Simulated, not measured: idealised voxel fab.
Name of the process module below: voxel transistor to metal
Section shown: cut. Width: 160 nm. Cell size: 5 nm, square.
We lay out every cross-section as a grid of square cells and spell it out in bands from the top down, where one band means one or more rows of cells. Top, bottom (nm), then materials left to right with widths (nm); lone material tagged "everywhere" fills the whole band edge to edge; "empty" = empty space. Height reference: 0 = level under which incoming wafer is all one material. Lowest band: no bottom, runs on downward, e.g. "0 down". Width spec "30 to 40" -> top row of cells at first value, bottom row at second value, equal per-row change in between. Take "nothing different" at face value: in the step it is given for, the cross-section changed in none of its cells. Entry "Enclosed cavity list". Content: empty spaces with no open connection to the top, size 8 cells or greater. Each: width x height at distance. Distance: from left edge. Unit: nm. What comes after the settings on a step's line is commentary from the simulator itself on that step. You can add "overlay nm" to a step's line. For a step with a mask, it describes how far the mask lay to the right of its planned position, and a negative number describes a lay to the left.

-- Process steps foreseen in the plan
1,RECEIVE | material Si
2,OXIDIZE | depth nm 5
3,CONFORMAL_DEP | material SiN | thk nm 10
4,MASKED_ETCH | tone cover | mask id ACTIVE | width nm 100 | etch materials SiN | depth nm 10 | overlay nm 0
5,MASKED_ETCH | tone cover | mask id ACTIVE | width nm 100 | etch materials SiO2 | depth nm 5 | overlay nm 0
6,MASKED_ETCH | tone cover | mask id ACTIVE | width nm 100 | etch materials Si | depth nm 25 | overlay nm 0
7,OXIDIZE | depth nm 5
8,FILL_DEP | material SiO2 | thk nm 15
9,CMP | height nm 10
10,SELECTIVE_ETCH | etch materials SiO2 | depth nm 5
11,STRIP | etch materials SiN
12,SELECTIVE_ETCH | etch materials SiO2 | depth nm 5
13,OXIDIZE | depth nm 5
14,DIRECTIONAL_DEP | material polySi | thk nm 30
15,DIRECTIONAL_DEP | material SiCN | thk nm 10
16,MASKED_ETCH | tone cover | mask id GATE | width nm 20 | etch materials SiCN | depth nm 20 | overlay nm 0
17,MASKED_ETCH | tone cover | mask id GATE | width nm 20 | etch materials polySi | depth nm 40 | overlay nm 0
18,CONFORMAL_DEP | material SiN | thk nm 5
19,DIRECTIONAL_ETCH | etch materials SiN | depth nm 5
20,DIRECTIONAL_ETCH | etch materials SiO2 | depth nm 5
21,EPI | material pSi | thk nm 5
22,FILL_DEP | material SiO2 | thk nm 10
23,CMP | height nm 35
24,DIRECTIONAL_DEP | material SiO2 | thk nm 15
25,MASKED_ETCH | tone open | mask id CONTACT | width nm 15 | pitch nm 75 | etch materials SiO2 | depth nm 55 | overlay nm 0
26,CONFORMAL_DEP | material TiN | thk nm 5
27,FILL_DEP | material Ru | thk nm 5
28,CMP | height nm 50
29,CONFORMAL_DEP | material SiCN | thk nm 5
30,DIRECTIONAL_DEP | material SiO2 | thk nm 25
31,PATTERN | tone open | mask id METAL_1 | material resist | width nm 15 | pitch nm 75 | thk nm 15 | overlay nm 0
32,DIRECTIONAL_ETCH | etch materials SiO2 | depth nm 25
33,DIRECTIONAL_ETCH | etch materials SiCN | depth nm 5
34,STRIP | etch materials resist
35,CONFORMAL_DEP | material TiN | thk nm 5
36,FILL_DEP | material Ru | thk nm 5
37,CMP | height nm 80
38,EPI | material Ru | thk nm 5
39,FILL_DEP | material SiCN | thk nm 5

-- Here's what the wafer looked like in cross-section when it arrived - that's after step 1
0 down = Si everywhere
Enclosed cavity list: none

-- Here's the wafer cut in cross-section after the module, started and planned just like above, except one thing was done wrong in the run
90 to 85 = SiCN everywhere
85 to 80 = 30 of SiCN, then 25 of Ru, then 50 of SiCN, then 25 of Ru, then 30 of SiCN
80 to 75 = 35 of SiCN, then 15 of TiN, then 60 of SiCN, then 15 of TiN, then 35 of SiCN
75 to 50 = SiO2 everywhere
50 to 35 = 35 of SiO2, then 5 of TiN, then 5 of Ru, then 5 of TiN, then 60 of SiO2, then 5 of TiN, then 5 of Ru, then 5 of TiN, then 35 of SiO2
35 to 25 = 35 of SiO2, then 5 of TiN, then 5 of Ru, then 5 of TiN, then 15 of SiO2, then 5 of SiN, then 20 of SiCN, then 5 of SiN, then 15 of SiO2, then 5 of TiN, then 5 of Ru, then 5 of TiN, then 35 of SiO2
25 to 0 = 35 of SiO2, then 5 of TiN, then 5 of Ru, then 5 of TiN, then 15 of SiO2, then 5 of SiN, then 20 of polySi, then 5 of SiN, then 15 of SiO2, then 5 of TiN, then 5 of Ru, then 5 of TiN, then 35 of SiO2
0 to -5 = 25 of SiO2, then 5 of SiN, then 5 of SiO2, then 15 of TiN, then 15 of SiO2, then 5 of SiN, then 20 of polySi, then 5 of SiN, then 15 of SiO2, then 15 of TiN, then 5 of SiO2, then 5 of SiN, then 25 of SiO2
-5 to -10 = 30 of SiO2, then 35 of pSi, then 30 of SiO2, then 35 of pSi, then 30 of SiO2
-10 to -35 = 35 of SiO2, then 90 of Si, then 35 of SiO2
-35 down = Si everywhere
Enclosed cavity list: none
What went wrong in running the wafer? steps 29 and 30 got flipped, so each one ran where the other should have
